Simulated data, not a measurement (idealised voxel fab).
Process module in this document: voxel self aligned vias
Section cut is 155 nm wide and gridded with 5 nm square cells.
We lay out every cross-section as a grid of square cells and spell it out in bands from the top down, where one band means one or more rows of cells. In this notation a band is specified by the heights of its top and bottom, in that order and in nm, after which its materials appear from left to right, each paired with its width in nm. The word "edge to edge" attached to a single material means that material fills the band from edge to edge; the word "empty" stands for empty space. We count height from 0. Below that, the starting wafer is all one material. The lowest band never ends at the bottom but goes on down; see "0 nm and below" for how that is written. Graded width ("30->40"): value in top row of band = first number; value in bottom row = second number; row-to-row change constant. Basically "everything unchanged" means that step didn't change any cell in the cross-section. "Completely enclosed voids" - sealed voids, min. 8 cells, no opening to top; format: width x height at distance (distance from left edge; nm throughout). Heads up: the bit after the settings on a step's line is the simulator's remark on that step. Regarding "overlay nm": on a step with a mask, it is the distance the mask lay to the right of its planned place; a negative value places it to the left. Quick note on how to read the rest: it's all pairs. You get the cross-section before a process step and the one after, but the after one only goes down as far as the lowest band that changed. The step in between, with its settings, sits under the pair. Heads up, the pairs can come from different runs of this module on the same starting wafer, so don't assume a pair picks up from the one above unless its "Cross-section, before" entry says it does.
Cross-section, before:
    0 nm and below | Si edge to edge
    Completely enclosed voids: none
after:
    15 nm to 0 nm | SiO2 edge to edge
    Below 0 it's all the same as before, nothing changed down there.
    Completely enclosed voids: none
So what happened between those two cross-sections up there? CONFORMAL_DEP [material SiO2] [thk nm 15]
Cross-section, before: as shown after the step in the preceding pair, directly above.
after:
    20 nm to 15 nm | SiCN edge to edge
    Below 15 it's all the same as before, nothing changed down there.
    Completely enclosed voids: none
So what happened between those two cross-sections up there? CONFORMAL_DEP [material SiCN] [thk nm 5]
Cross-section, before: as shown after the step in the preceding pair, directly above.
after:
    50 nm to 20 nm | lowk edge to edge
    Below 20 it's all the same as before, nothing changed down there.
    Completely enclosed voids: none
So what happened between those two cross-sections up there? DIRECTIONAL_DEP [material lowk] [thk nm 30]
Cross-section, before: as shown after the step in the preceding pair, directly above.
after:
    50 nm to 20 nm | 30 nm lowk, then 30 nm empty, then 30 nm lowk, then 30 nm empty, then 35 nm lowk
    Below 20 it's all the same as before, nothing changed down there.
    Completely enclosed voids: none
So what happened between those two cross-sections up there? MASKED_ETCH [tone open] [mask id LINES] [width nm 30] [pitch nm 60] [etch materials lowk] [depth nm 30] [overlay nm 0]
Cross-section, before: as shown after the step in the preceding pair, directly above.
after:
    55 nm to 50 nm | 35 nm TiN, then 20 nm empty, then 40 nm TiN, then 20 nm empty, then 40 nm TiN
    50 nm to 25 nm | 30 nm lowk, then 5 nm TiN, then 20 nm empty, then 5 nm TiN, then 30 nm lowk, then 5 nm TiN, then 20 nm empty, then 5 nm TiN, then 35 nm lowk
    25 nm to 20 nm | 30 nm lowk, then 30 nm TiN, then 30 nm lowk, then 30 nm TiN, then 35 nm lowk
    Below 20 it's all the same as before, nothing changed down there.
    Completely enclosed voids: none
So what happened between those two cross-sections up there? CONFORMAL_DEP [material TiN] [thk nm 5]
Cross-section, before: as shown after the step in the preceding pair, directly above.
after:
    60 nm to 55 nm | W edge to edge
    55 nm to 50 nm | 35 nm TiN, then 20 nm W, then 40 nm TiN, then 20 nm W, then 40 nm TiN
    50 nm to 25 nm | 30 nm lowk, then 5 nm TiN, then 20 nm W, then 5 nm TiN, then 30 nm lowk, then 5 nm TiN, then 20 nm W, then 5 nm TiN, then 35 nm lowk
    Below 25 it's all the same as before, nothing changed down there.
    Completely enclosed voids: none
So what happened between those two cross-sections up there? FILL_DEP [material W] [thk nm 5]
Cross-section, before: as shown after the step in the preceding pair, directly above.
after:
    50 nm to 25 nm | 30 nm lowk, then 5 nm TiN, then 20 nm W, then 5 nm TiN, then 30 nm lowk, then 5 nm TiN, then 20 nm W, then 5 nm TiN, then 35 nm lowk
    Below 25 it's all the same as before, nothing changed down there.
    Completely enclosed voids: none
So what happened between those two cross-sections up there? CMP [height nm 50]
Cross-section, before: as shown after the step in the preceding pair, directly above.
after:
    50 nm to 45 nm | 30 nm lowk, then 30 nm empty, then 30 nm lowk, then 30 nm empty, then 35 nm lowk
    Below 45 it's all the same as before, nothing changed down there.
    Completely enclosed voids: none
So what happened between those two cross-sections up there? SELECTIVE_ETCH [etch materials W Ru TiN] [depth nm 5]
Cross-section, before: as shown after the step in the preceding pair, directly above.
after:
    60 nm to 50 nm | SiN edge to edge
    50 nm to 45 nm | 30 nm lowk, then 30 nm SiN, then 30 nm lowk, then 30 nm SiN, then 35 nm lowk
    Below 45 it's all the same as before, nothing changed down there.
    Completely enclosed voids: none
So what happened between those two cross-sections up there? FILL_DEP [material SiN] [thk nm 10]
Cross-section, before: as shown after the step in the preceding pair, directly above.
after:
    50 nm to 45 nm | 30 nm lowk, then 30 nm SiN, then 30 nm lowk, then 30 nm SiN, then 35 nm lowk
    Below 45 it's all the same as before, nothing changed down there.
    Completely enclosed voids: none
So what happened between those two cross-sections up there? CMP [height nm 50]
Cross-section, before: as shown after the step in the preceding pair, directly above.
after:
    70 nm to 50 nm | lowk edge to edge
    Below 50 it's all the same as before, nothing changed down there.
    Completely enclosed voids: none
So what happened between those two cross-sections up there? DIRECTIONAL_DEP [material lowk] [thk nm 20]
Cross-section, before: as shown after the step in the preceding pair, directly above.
after:
    80 nm to 70 nm | aC edge to edge
    Below 70 it's all the same as before, nothing changed down there.
    Completely enclosed voids: none
So what happened between those two cross-sections up there? DIRECTIONAL_DEP [material aC] [thk nm 10]
Cross-section, before: as shown after the step in the preceding pair, directly above.
after:
    105 nm to 80 nm | 25 nm resist, then 40 nm empty, then 20 nm resist, then 40 nm empty, then 30 nm resist
    Below 80 it's all the same as before, nothing changed down there.
    Completely enclosed voids: none
So what happened between those two cross-sections up there? PATTERN [tone open] [mask id VIAS] [material resist] [width nm 40] [pitch nm 60] [thk nm 25] [overlay nm 0]
Cross-section, before: as shown after the step in the preceding pair, directly above.
after:
    95 nm to 80 nm | 25 nm resist, then 40 nm empty, then 20 nm resist, then 40 nm empty, then 30 nm resist
    80 nm to 70 nm | 25 nm aC, then 40 nm empty, then 20 nm aC, then 40 nm empty, then 30 nm aC
    Below 70 it's all the same as before, nothing changed down there.
    Completely enclosed voids: none
So what happened between those two cross-sections up there? DIRECTIONAL_ETCH [etch materials aC] [depth nm 10]
Cross-section, before: as shown after the step in the preceding pair, directly above.
after:
    80 nm to 70 nm | 25 nm aC, then 40 nm empty, then 20 nm aC, then 40 nm empty, then 30 nm aC
    Below 70 it's all the same as before, nothing changed down there.
    Completely enclosed voids: none
So what happened between those two cross-sections up there? STRIP [etch materials resist]
Cross-section, before: as shown after the step in the preceding pair, directly above.
after:
    80 nm to 70 nm | 25 nm aC, then 40 nm empty, then 20 nm aC, then 40 nm empty, then 30 nm aC
    70 nm to 50 nm | 25 nm lowk, then 40 nm empty, then 20 nm lowk, then 40 nm empty, then 30 nm lowk
    Below 50 it's all the same as before, nothing changed down there.
    Completely enclosed voids: none
So what happened between those two cross-sections up there? DIRECTIONAL_ETCH [etch materials lowk] [depth nm 20]
Cross-section, before: as shown after the step in the preceding pair, directly above.
after:
    80 nm to 70 nm | 25 nm aC, then 40 nm empty, then 20 nm aC, then 40 nm empty, then 30 nm aC
    70 nm to 50 nm | 25 nm lowk, then 40 nm empty, then 20 nm lowk, then 40 nm empty, then 30 nm lowk
    50 nm to 45 nm | 30 nm lowk, then 30 nm empty, then 30 nm lowk, then 30 nm empty, then 35 nm lowk
    Below 45 it's all the same as before, nothing changed down there.
    Completely enclosed voids: none
So what happened between those two cross-sections up there? DIRECTIONAL_ETCH [etch materials SiN] [depth nm 5]
Cross-section, before: as shown after the step in the preceding pair, directly above.
after:
    70 nm to 50 nm | 25 nm lowk, then 40 nm empty, then 20 nm lowk, then 40 nm empty, then 30 nm lowk
    Below 50 it's all the same as before, nothing changed down there.
    Completely enclosed voids: none
So what happened between those two cross-sections up there? STRIP [etch materials aC]
Cross-section, before: as shown after the step in the preceding pair, directly above.
after:
    75 nm to 70 nm | 30 nm TiN, then 30 nm empty, then 30 nm TiN, then 30 nm empty, then 35 nm TiN
    70 nm to 55 nm | 25 nm lowk, then 5 nm TiN, then 30 nm empty, then 5 nm TiN, then 20 nm lowk, then 5 nm TiN, then 30 nm empty, then 5 nm TiN, then 30 nm lowk
    55 nm to 50 nm | 25 nm lowk, then 10 nm TiN, then 20 nm empty, then 10 nm TiN, then 20 nm lowk, then 10 nm TiN, then 20 nm empty, then 10 nm TiN, then 30 nm lowk
    50 nm to 45 nm | 30 nm lowk, then 30 nm TiN, then 30 nm lowk, then 30 nm TiN, then 35 nm lowk
    Below 45 it's all the same as before, nothing changed down there.
    Completely enclosed voids: none
So what happened between those two cross-sections up there? CONFORMAL_DEP [material TiN] [thk nm 5]
Cross-section, before: as shown after the step in the preceding pair, directly above.
after:
    80 nm to 75 nm | Ru edge to edge
    75 nm to 70 nm | 30 nm TiN, then 30 nm Ru, then 30 nm TiN, then 30 nm Ru, then 35 nm TiN
    70 nm to 55 nm | 25 nm lowk, then 5 nm TiN, then 30 nm Ru, then 5 nm TiN, then 20 nm lowk, then 5 nm TiN, then 30 nm Ru, then 5 nm TiN, then 30 nm lowk
    55 nm to 50 nm | 25 nm lowk, then 10 nm TiN, then 20 nm Ru, then 10 nm TiN, then 20 nm lowk, then 10 nm TiN, then 20 nm Ru, then 10 nm TiN, then 30 nm lowk
    Below 50 it's all the same as before, nothing changed down there.
    Completely enclosed voids: none
So what happened between those two cross-sections up there? FILL_DEP [material Ru] [thk nm 5]
Cross-section, before: as shown after the step in the preceding pair, directly above.
after:
    70 nm to 55 nm | 25 nm lowk, then 5 nm TiN, then 30 nm Ru, then 5 nm TiN, then 20 nm lowk, then 5 nm TiN, then 30 nm Ru, then 5 nm TiN, then 30 nm lowk
    Below 55 it's all the same as before, nothing changed down there.
    Completely enclosed voids: none
So what happened between those two cross-sections up there? CMP [height nm 70]
Cross-section, before: as shown after the step in the preceding pair, directly above.
after:
    75 nm to 70 nm | SiN edge to edge
    Below 70 it's all the same as before, nothing changed down there.
    Completely enclosed voids: none
So what happened between those two cross-sections up there? CONFORMAL_DEP [material SiN] [thk nm 5]
Cross-section, before:
    15 nm to 0 nm | SiO2 edge to edge
    0 nm and below | Si edge to edge
    Completely enclosed voids: none
after:
    45 nm to 15 nm | lowk edge to edge
    Below 15 it's all the same as before, nothing changed down there.
    Completely enclosed voids: none
So what happened between those two cross-sections up there? DIRECTIONAL_DEP [material lowk] [thk nm 30]
Cross-section, before: as shown after the step in the preceding pair, directly above.
after:
    45 nm to 15 nm | 30 nm lowk, then 30 nm empty, then 30 nm lowk, then 30 nm empty, then 35 nm lowk
    Below 15 it's all the same as before, nothing changed down there.
    Completely enclosed voids: none
So what happened between those two cross-sections up there? MASKED_ETCH [tone open] [mask id LINES] [width nm 30] [pitch nm 60] [etch materials lowk] [depth nm 30] [overlay nm 0]
Cross-section, before: as shown after the step in the preceding pair, directly above.
after:
    50 nm to 45 nm | 35 nm TiN, then 20 nm empty, then 40 nm TiN, then 20 nm empty, then 40 nm TiN
    45 nm to 20 nm | 30 nm lowk, then 5 nm TiN, then 20 nm empty, then 5 nm TiN, then 30 nm lowk, then 5 nm TiN, then 20 nm empty, then 5 nm TiN, then 35 nm lowk
    20 nm to 15 nm | 30 nm lowk, then 30 nm TiN, then 30 nm lowk, then 30 nm TiN, then 35 nm lowk
    Below 15 it's all the same as before, nothing changed down there.
    Completely enclosed voids: none
So what happened between those two cross-sections up there? CONFORMAL_DEP [material TiN] [thk nm 5]
Cross-section, before: as shown after the step in the preceding pair, directly above.
after:
    55 nm to 50 nm | W edge to edge
    50 nm to 45 nm | 35 nm TiN, then 20 nm W, then 40 nm TiN, then 20 nm W, then 40 nm TiN
    45 nm to 20 nm | 30 nm lowk, then 5 nm TiN, then 20 nm W, then 5 nm TiN, then 30 nm lowk, then 5 nm TiN, then 20 nm W, then 5 nm TiN, then 35 nm lowk
    Below 20 it's all the same as before, nothing changed down there.
    Completely enclosed voids: none
So what happened between those two cross-sections up there? FILL_DEP [material W] [thk nm 5]
Cross-section, before: as shown after the step in the preceding pair, directly above.
after:
    50 nm to 45 nm | 35 nm TiN, then 20 nm W, then 40 nm TiN, then 20 nm W, then 40 nm TiN
    Below 45 it's all the same as before, nothing changed down there.
    Completely enclosed voids: none
So what happened between those two cross-sections up there? CMP [height nm 50]
Cross-section, before: as shown after the step in the preceding pair, directly above.
after:
    45 nm to 20 nm | 30 nm lowk, then 5 nm TiN, then 20 nm W, then 5 nm TiN, then 30 nm lowk, then 5 nm TiN, then 20 nm W, then 5 nm TiN, then 35 nm lowk
    Below 20 it's all the same as before, nothing changed down there.
    Completely enclosed voids: none
So what happened between those two cross-sections up there? SELECTIVE_ETCH [etch materials W Ru TiN] [depth nm 5]
Cross-section, before: as shown after the step in the preceding pair, directly above.
after:
    55 nm to 45 nm | SiN edge to edge
    Below 45 it's all the same as before, nothing changed down there.
    Completely enclosed voids: none
So what happened between those two cross-sections up there? FILL_DEP [material SiN] [thk nm 10]
Cross-section, before: as shown after the step in the preceding pair, directly above.
after:
    50 nm to 45 nm | SiN edge to edge
    Below 45 it's all the same as before, nothing changed down there.
    Completely enclosed voids: none
So what happened between those two cross-sections up there? CMP [height nm 50]
Cross-section, before: as shown after the step in the preceding pair, directly above.
after:
    70 nm to 50 nm | lowk edge to edge
    Below 50 it's all the same as before, nothing changed down there.
    Completely enclosed voids: none
So what happened between those two cross-sections up there? DIRECTIONAL_DEP [material lowk] [thk nm 20]
Cross-section, before: as shown after the step in the preceding pair, directly above.
after:
    80 nm to 70 nm | aC edge to edge
    Below 70 it's all the same as before, nothing changed down there.
    Completely enclosed voids: none
So what happened between those two cross-sections up there? DIRECTIONAL_DEP [material aC] [thk nm 10]
Cross-section, before: as shown after the step in the preceding pair, directly above.
after:
    105 nm to 80 nm | 25 nm resist, then 40 nm empty, then 20 nm resist, then 40 nm empty, then 30 nm resist
    Below 80 it's all the same as before, nothing changed down there.
    Completely enclosed voids: none
So what happened between those two cross-sections up there? PATTERN [tone open] [mask id VIAS] [material resist] [width nm 40] [pitch nm 60] [thk nm 25] [overlay nm 0]
Cross-section, before: as shown after the step in the preceding pair, directly above.
after:
    95 nm to 80 nm | 25 nm resist, then 40 nm empty, then 20 nm resist, then 40 nm empty, then 30 nm resist
    80 nm to 70 nm | 25 nm aC, then 40 nm empty, then 20 nm aC, then 40 nm empty, then 30 nm aC
    Below 70 it's all the same as before, nothing changed down there.
    Completely enclosed voids: none
So what happened between those two cross-sections up there? DIRECTIONAL_ETCH [etch materials aC] [depth nm 10]
Cross-section, before: as shown after the step in the preceding pair, directly above.
after:
    80 nm to 70 nm | 25 nm aC, then 40 nm empty, then 20 nm aC, then 40 nm empty, then 30 nm aC
    Below 70 it's all the same as before, nothing changed down there.
    Completely enclosed voids: none
So what happened between those two cross-sections up there? STRIP [etch materials resist]
Cross-section, before: as shown after the step in the preceding pair, directly above.
after:
    80 nm to 70 nm | 25 nm aC, then 40 nm empty, then 20 nm aC, then 40 nm empty, then 30 nm aC
    70 nm to 50 nm | 25 nm lowk, then 40 nm empty, then 20 nm lowk, then 40 nm empty, then 30 nm lowk
    Below 50 it's all the same as before, nothing changed down there.
    Completely enclosed voids: none
So what happened between those two cross-sections up there? DIRECTIONAL_ETCH [etch materials lowk] [depth nm 20]
Cross-section, before: as shown after the step in the preceding pair, directly above.
after:
    80 nm to 70 nm | 25 nm aC, then 40 nm empty, then 20 nm aC, then 40 nm empty, then 30 nm aC
    70 nm to 50 nm | 25 nm lowk, then 40 nm empty, then 20 nm lowk, then 40 nm empty, then 30 nm lowk
    50 nm to 45 nm | 25 nm SiN, then 40 nm empty, then 20 nm SiN, then 40 nm empty, then 30 nm SiN
    Below 45 it's all the same as before, nothing changed down there.
    Completely enclosed voids: none
So what happened between those two cross-sections up there? DIRECTIONAL_ETCH [etch materials SiN] [depth nm 5]
Cross-section, before: as shown after the step in the preceding pair, directly above.
after:
    70 nm to 50 nm | 25 nm lowk, then 40 nm empty, then 20 nm lowk, then 40 nm empty, then 30 nm lowk
    Below 50 it's all the same as before, nothing changed down there.
    Completely enclosed voids: none
So what happened between those two cross-sections up there? STRIP [etch materials aC]
Cross-section, before: as shown after the step in the preceding pair, directly above.
after:
    75 nm to 70 nm | 30 nm TiN, then 30 nm empty, then 30 nm TiN, then 30 nm empty, then 35 nm TiN
    70 nm to 50 nm | 25 nm lowk, then 5 nm TiN, then 30 nm empty, then 5 nm TiN, then 20 nm lowk, then 5 nm TiN, then 30 nm empty, then 5 nm TiN, then 30 nm lowk
    50 nm to 45 nm | 25 nm SiN, then 40 nm TiN, then 20 nm SiN, then 40 nm TiN, then 30 nm SiN
    Below 45 it's all the same as before, nothing changed down there.
    Completely enclosed voids: none
So what happened between those two cross-sections up there? CONFORMAL_DEP [material TiN] [thk nm 5]
Cross-section, before: as shown after the step in the preceding pair, directly above.
after:
    80 nm to 75 nm | Ru edge to edge
    75 nm to 70 nm | 30 nm TiN, then 30 nm Ru, then 30 nm TiN, then 30 nm Ru, then 35 nm TiN
    70 nm to 50 nm | 25 nm lowk, then 5 nm TiN, then 30 nm Ru, then 5 nm TiN, then 20 nm lowk, then 5 nm TiN, then 30 nm Ru, then 5 nm TiN, then 30 nm lowk
    Below 50 it's all the same as before, nothing changed down there.
    Completely enclosed voids: none
So what happened between those two cross-sections up there? FILL_DEP [material Ru] [thk nm 5]
Cross-section, before: as shown after the step in the preceding pair, directly above.
after:
    70 nm to 50 nm | 25 nm lowk, then 5 nm TiN, then 30 nm Ru, then 5 nm TiN, then 20 nm lowk, then 5 nm TiN, then 30 nm Ru, then 5 nm TiN, then 30 nm lowk
    Below 50 it's all the same as before, nothing changed down there.
    Completely enclosed voids: none
So what happened between those two cross-sections up there? CMP [height nm 70]
Cross-section, before: as shown after the step in the preceding pair, directly above.
after:
    75 nm to 70 nm | SiN edge to edge
    Below 70 it's all the same as before, nothing changed down there.
    Completely enclosed voids: none
So what happened between those two cross-sections up there? CONFORMAL_DEP [material SiN] [thk nm 5]
Cross-section, before:
    15 nm to 0 nm | SiO2 edge to edge
    0 nm and below | Si edge to edge
    Completely enclosed voids: none
after:
    30 nm to 0 nm | SiO2 edge to edge
    Below 0 it's all the same as before, nothing changed down there.
    Completely enclosed voids: none
So what happened between those two cross-sections up there? CONFORMAL_DEP [material SiO2] [thk nm 15]
Cross-section, before: as shown after the step in the preceding pair, directly above.
after:
    35 nm to 30 nm | SiCN edge to edge
    Below 30 it's all the same as before, nothing changed down there.
    Completely enclosed voids: none
So what happened between those two cross-sections up there? CONFORMAL_DEP [material SiCN] [thk nm 5]
Cross-section, before: as shown after the step in the preceding pair, directly above.
after:
    65 nm to 35 nm | lowk edge to edge
    Below 35 it's all the same as before, nothing changed down there.
    Completely enclosed voids: none
So what happened between those two cross-sections up there? DIRECTIONAL_DEP [material lowk] [thk nm 30]
Cross-section, before: as shown after the step in the preceding pair, directly above.
after:
    65 nm to 35 nm | 30 nm lowk, then 30 nm empty, then 30 nm lowk, then 30 nm empty, then 35 nm lowk
    Below 35 it's all the same as before, nothing changed down there.
    Completely enclosed voids: none
So what happened between those two cross-sections up there? MASKED_ETCH [tone open] [mask id LINES] [width nm 30] [pitch nm 60] [etch materials lowk] [depth nm 30] [overlay nm 0]
Cross-section, before: as shown after the step in the preceding pair, directly above.
after:
    70 nm to 65 nm | 35 nm TiN, then 20 nm empty, then 40 nm TiN, then 20 nm empty, then 40 nm TiN
    65 nm to 40 nm | 30 nm lowk, then 5 nm TiN, then 20 nm empty, then 5 nm TiN, then 30 nm lowk, then 5 nm TiN, then 20 nm empty, then 5 nm TiN, then 35 nm lowk
    40 nm to 35 nm | 30 nm lowk, then 30 nm TiN, then 30 nm lowk, then 30 nm TiN, then 35 nm lowk
    Below 35 it's all the same as before, nothing changed down there.
    Completely enclosed voids: none
So what happened between those two cross-sections up there? CONFORMAL_DEP [material TiN] [thk nm 5]
Cross-section, before: as shown after the step in the preceding pair, directly above.
after:
    75 nm to 70 nm | W edge to edge
    70 nm to 65 nm | 35 nm TiN, then 20 nm W, then 40 nm TiN, then 20 nm W, then 40 nm TiN
    65 nm to 40 nm | 30 nm lowk, then 5 nm TiN, then 20 nm W, then 5 nm TiN, then 30 nm lowk, then 5 nm TiN, then 20 nm W, then 5 nm TiN, then 35 nm lowk
    Below 40 it's all the same as before, nothing changed down there.
    Completely enclosed voids: none
So what happened between those two cross-sections up there? FILL_DEP [material W] [thk nm 5]
Cross-section, before: as shown after the step in the preceding pair, directly above.
after:
    50 nm to 40 nm | 30 nm lowk, then 5 nm TiN, then 20 nm W, then 5 nm TiN, then 30 nm lowk, then 5 nm TiN, then 20 nm W, then 5 nm TiN, then 35 nm lowk
    Below 40 it's all the same as before, nothing changed down there.
    Completely enclosed voids: none
So what happened between those two cross-sections up there? CMP [height nm 50]
Cross-section, before: as shown after the step in the preceding pair, directly above.
after:
    50 nm to 45 nm | 30 nm lowk, then 30 nm empty, then 30 nm lowk, then 30 nm empty, then 35 nm lowk
    Below 45 it's all the same as before, nothing changed down there.
    Completely enclosed voids: none
So what happened between those two cross-sections up there? SELECTIVE_ETCH [etch materials W Ru TiN] [depth nm 5]
Cross-section, before: as shown after the step in the preceding pair, directly above.
after:
    60 nm to 50 nm | SiN edge to edge
    50 nm to 45 nm | 30 nm lowk, then 30 nm SiN, then 30 nm lowk, then 30 nm SiN, then 35 nm lowk
    Below 45 it's all the same as before, nothing changed down there.
    Completely enclosed voids: none
So what happened between those two cross-sections up there? FILL_DEP [material SiN] [thk nm 10]
Cross-section, before: as shown after the step in the preceding pair, directly above.
after:
    50 nm to 45 nm | 30 nm lowk, then 30 nm SiN, then 30 nm lowk, then 30 nm SiN, then 35 nm lowk
    Below 45 it's all the same as before, nothing changed down there.
    Completely enclosed voids: none
So what happened between those two cross-sections up there? CMP [height nm 50]
Cross-section, before: as shown after the step in the preceding pair, directly above.
after:
    70 nm to 50 nm | lowk edge to edge
    Below 50 it's all the same as before, nothing changed down there.
    Completely enclosed voids: none
So what happened between those two cross-sections up there? DIRECTIONAL_DEP [material lowk] [thk nm 20]
Cross-section, before: as shown after the step in the preceding pair, directly above.
after:
    80 nm to 70 nm | aC edge to edge
    Below 70 it's all the same as before, nothing changed down there.
    Completely enclosed voids: none
So what happened between those two cross-sections up there? DIRECTIONAL_DEP [material aC] [thk nm 10]
Cross-section, before: as shown after the step in the preceding pair, directly above.
after:
    105 nm to 80 nm | 25 nm resist, then 40 nm empty, then 20 nm resist, then 40 nm empty, then 30 nm resist
    Below 80 it's all the same as before, nothing changed down there.
    Completely enclosed voids: none
So what happened between those two cross-sections up there? PATTERN [tone open] [mask id VIAS] [material resist] [width nm 40] [pitch nm 60] [thk nm 25] [overlay nm 0]
Cross-section, before: as shown after the step in the preceding pair, directly above.
after:
    95 nm to 80 nm | 25 nm resist, then 40 nm empty, then 20 nm resist, then 40 nm empty, then 30 nm resist
    80 nm to 70 nm | 25 nm aC, then 40 nm empty, then 20 nm aC, then 40 nm empty, then 30 nm aC
    Below 70 it's all the same as before, nothing changed down there.
    Completely enclosed voids: none
So what happened between those two cross-sections up there? DIRECTIONAL_ETCH [etch materials aC] [depth nm 10]
Cross-section, before: as shown after the step in the preceding pair, directly above.
after:
    80 nm to 70 nm | 25 nm aC, then 40 nm empty, then 20 nm aC, then 40 nm empty, then 30 nm aC
    Below 70 it's all the same as before, nothing changed down there.
    Completely enclosed voids: none
So what happened between those two cross-sections up there? STRIP [etch materials resist]
Cross-section, before: as shown after the step in the preceding pair, directly above.
after:
    80 nm to 70 nm | 25 nm aC, then 40 nm empty, then 20 nm aC, then 40 nm empty, then 30 nm aC
    70 nm to 50 nm | 25 nm lowk, then 40 nm empty, then 20 nm lowk, then 40 nm empty, then 30 nm lowk
    Below 50 it's all the same as before, nothing changed down there.
    Completely enclosed voids: none
So what happened between those two cross-sections up there? DIRECTIONAL_ETCH [etch materials lowk] [depth nm 20]
Cross-section, before: as shown after the step in the preceding pair, directly above.
after:
    80 nm to 70 nm | 25 nm aC, then 40 nm empty, then 20 nm aC, then 40 nm empty, then 30 nm aC
    70 nm to 50 nm | 25 nm lowk, then 40 nm empty, then 20 nm lowk, then 40 nm empty, then 30 nm lowk
    50 nm to 45 nm | 30 nm lowk, then 30 nm empty, then 30 nm lowk, then 30 nm empty, then 35 nm lowk
    Below 45 it's all the same as before, nothing changed down there.
    Completely enclosed voids: none
So what happened between those two cross-sections up there? DIRECTIONAL_ETCH [etch materials SiN] [depth nm 5]
Cross-section, before: as shown after the step in the preceding pair, directly above.
after:
    70 nm to 50 nm | 25 nm lowk, then 40 nm empty, then 20 nm lowk, then 40 nm empty, then 30 nm lowk
    Below 50 it's all the same as before, nothing changed down there.
    Completely enclosed voids: none
So what happened between those two cross-sections up there? STRIP [etch materials aC]
Cross-section, before: as shown after the step in the preceding pair, directly above.
after:
    75 nm to 70 nm | 30 nm TiN, then 30 nm empty, then 30 nm TiN, then 30 nm empty, then 35 nm TiN
    70 nm to 55 nm | 25 nm lowk, then 5 nm TiN, then 30 nm empty, then 5 nm TiN, then 20 nm lowk, then 5 nm TiN, then 30 nm empty, then 5 nm TiN, then 30 nm lowk
    55 nm to 50 nm | 25 nm lowk, then 10 nm TiN, then 20 nm empty, then 10 nm TiN, then 20 nm lowk, then 10 nm TiN, then 20 nm empty, then 10 nm TiN, then 30 nm lowk
    50 nm to 45 nm | 30 nm lowk, then 30 nm TiN, then 30 nm lowk, then 30 nm TiN, then 35 nm lowk
    Below 45 it's all the same as before, nothing changed down there.
    Completely enclosed voids: none
So what happened between those two cross-sections up there? CONFORMAL_DEP [material TiN] [thk nm 5]
Cross-section, before: as shown after the step in the preceding pair, directly above.
after:
    80 nm to 75 nm | Ru edge to edge
    75 nm to 70 nm | 30 nm TiN, then 30 nm Ru, then 30 nm TiN, then 30 nm Ru, then 35 nm TiN
    70 nm to 55 nm | 25 nm lowk, then 5 nm TiN, then 30 nm Ru, then 5 nm TiN, then 20 nm lowk, then 5 nm TiN, then 30 nm Ru, then 5 nm TiN, then 30 nm lowk
    55 nm to 50 nm | 25 nm lowk, then 10 nm TiN, then 20 nm Ru, then 10 nm TiN, then 20 nm lowk, then 10 nm TiN, then 20 nm Ru, then 10 nm TiN, then 30 nm lowk
    Below 50 it's all the same as before, nothing changed down there.
    Completely enclosed voids: none
So what happened between those two cross-sections up there? FILL_DEP [material Ru] [thk nm 5]
Cross-section, before: as shown after the step in the preceding pair, directly above.
after:
    70 nm to 55 nm | 25 nm lowk, then 5 nm TiN, then 30 nm Ru, then 5 nm TiN, then 20 nm lowk, then 5 nm TiN, then 30 nm Ru, then 5 nm TiN, then 30 nm lowk
    Below 55 it's all the same as before, nothing changed down there.
    Completely enclosed voids: none
So what happened between those two cross-sections up there? CMP [height nm 70]
Cross-section, before: as shown after the step in the preceding pair, directly above.
after:
    75 nm to 70 nm | SiN edge to edge
    Below 70 it's all the same as before, nothing changed down there.
    Completely enclosed voids: none
So what happened between those two cross-sections up there? CONFORMAL_DEP [material SiN] [thk nm 5]
Cross-section, before:
    0 nm and below | Si edge to edge
    Completely enclosed voids: none
after:
    5 nm to 0 nm | SiCN edge to edge
    Below 0 it's all the same as before, nothing changed down there.
    Completely enclosed voids: none
So what happened between those two cross-sections up there? CONFORMAL_DEP [material SiCN] [thk nm 5]
Cross-section, before: as shown after the step in the preceding pair, directly above.
after:
    20 nm to 5 nm | SiO2 edge to edge
    Below 5 it's all the same as before, nothing changed down there.
    Completely enclosed voids: none
So what happened between those two cross-sections up there? CONFORMAL_DEP [material SiO2] [thk nm 15]
Cross-section, before: as shown after the step in the preceding pair, directly above.
after:
    50 nm to 20 nm | lowk edge to edge
    Below 20 it's all the same as before, nothing changed down there.
    Completely enclosed voids: none
So what happened between those two cross-sections up there? DIRECTIONAL_DEP [material lowk] [thk nm 30]
Cross-section, before: as shown after the step in the preceding pair, directly above.
after:
    50 nm to 20 nm | 30 nm lowk, then 30 nm empty, then 30 nm lowk, then 30 nm empty, then 35 nm lowk
    Below 20 it's all the same as before, nothing changed down there.
    Completely enclosed voids: none
So what happened between those two cross-sections up there? MASKED_ETCH [tone open] [mask id LINES] [width nm 30] [pitch nm 60] [etch materials lowk] [depth nm 30] [overlay nm 0]
Cross-section, before: as shown after the step in the preceding pair, directly above.
after:
    55 nm to 50 nm | 35 nm TiN, then 20 nm empty, then 40 nm TiN, then 20 nm empty, then 40 nm TiN
    50 nm to 25 nm | 30 nm lowk, then 5 nm TiN, then 20 nm empty, then 5 nm TiN, then 30 nm lowk, then 5 nm TiN, then 20 nm empty, then 5 nm TiN, then 35 nm lowk
    25 nm to 20 nm | 30 nm lowk, then 30 nm TiN, then 30 nm lowk, then 30 nm TiN, then 35 nm lowk
    Below 20 it's all the same as before, nothing changed down there.
    Completely enclosed voids: none
So what happened between those two cross-sections up there? CONFORMAL_DEP [material TiN] [thk nm 5]
Cross-section, before: as shown after the step in the preceding pair, directly above.
after:
    60 nm to 55 nm | W edge to edge
    55 nm to 50 nm | 35 nm TiN, then 20 nm W, then 40 nm TiN, then 20 nm W, then 40 nm TiN
    50 nm to 25 nm | 30 nm lowk, then 5 nm TiN, then 20 nm W, then 5 nm TiN, then 30 nm lowk, then 5 nm TiN, then 20 nm W, then 5 nm TiN, then 35 nm lowk
    Below 25 it's all the same as before, nothing changed down there.
    Completely enclosed voids: none
So what happened between those two cross-sections up there? FILL_DEP [material W] [thk nm 5]
Cross-section, before: as shown after the step in the preceding pair, directly above.
after:
    50 nm to 25 nm | 30 nm lowk, then 5 nm TiN, then 20 nm W, then 5 nm TiN, then 30 nm lowk, then 5 nm TiN, then 20 nm W, then 5 nm TiN, then 35 nm lowk
    Below 25 it's all the same as before, nothing changed down there.
    Completely enclosed voids: none
So what happened between those two cross-sections up there? CMP [height nm 50]
Cross-section, before: as shown after the step in the preceding pair, directly above.
after:
    50 nm to 45 nm | 30 nm lowk, then 30 nm empty, then 30 nm lowk, then 30 nm empty, then 35 nm lowk
    Below 45 it's all the same as before, nothing changed down there.
    Completely enclosed voids: none
So what happened between those two cross-sections up there? SELECTIVE_ETCH [etch materials W Ru TiN] [depth nm 5]
